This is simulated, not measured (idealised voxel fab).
Title: Process Module voxel released beams
The cross-section shown here is cut; it is 300 nm wide and divided into square cells measuring 5 nm on a side.
Heads up, the way a cross-section reads in here is a grid of square cells, handed over as bands from the top down, with every band being one or more rows of cells.
The entry gives the band's vertical extent as a top height and a bottom height in nm, then its horizontal make-up as materials from left to right, each with a width in nm. "empty" stands for empty space; a single material marked "everywhere" fills the band edge to edge.
Below 0: as-received wafer, all one material; heights counted from there. Lowest band: no bottom, goes on down, written "0 nm and below".
It should be noted that a width expressed as "30 to 40" varies in equal increments from row to row of cells within the band, taking the value of the first number at the top row and that of the second number at the bottom row.
What does "identical to before" mean for a step? It means no cell of the cross-section changed in that step.
"Enclosed cavity list" means: voids of 8 cells or more that are shut off from the top with no open way through. Written width x height at distance, distance from the left edge, in nm.
Read whatever lies past the settings on a step's line as the simulator's own remark about the step.
"overlay nm" on a masked step: distance the mask lay right of its planned place, negative for left.

Listed below are the process steps as planned
step 1: RECEIVE (material Si)
step 2: CONFORMAL_DEP (material Al2O3; thk nm 10)
step 3: DIRECTIONAL_DEP (material SiO2; thk nm 15)
step 4: MASKED_ETCH (tone open; mask id ANCHOR; width nm 35; etch materials SiO2; depth nm 15; overlay nm 0)
step 5: CONFORMAL_DEP (material W; thk nm 10)
step 6: PATTERN (tone cover; mask id BEAM; material resist; width nm 100; thk nm 20; overlay nm 0)
step 7: DIRECTIONAL_ETCH (etch materials W; depth nm 10)
step 8: STRIP (etch materials resist)
step 9: STRIP (etch materials SiO2)

Received-state cross-section, reflecting completion of step 1
* 0 nm and below: Si everywhere
* Enclosed cavity list: none

Same starting wafer, same plan as above, one mistake in the execution; this is the cross-section at the end of the module
* 35 nm to 25 nm: empty: 95, then W: 50, then empty: 155
* 25 nm to 20 nm: empty: 90, then W: 10, then SiO2: 35, then W: 10, then empty: 155
* 20 nm to 10 nm: empty: 90, then W: 10, then SiO2: 35, then W: 60, then empty: 105
* 10 nm to 0 nm: Al2O3 everywhere
* 0 nm and below: Si everywhere
* Enclosed cavity list: none
Short version of what went wrong: step 4 deviated from plan and actually ran as MASKED_ETCH (tone cover; mask id ANCHOR; width nm 35; etch materials SiO2; depth nm 15; overlay nm 0)
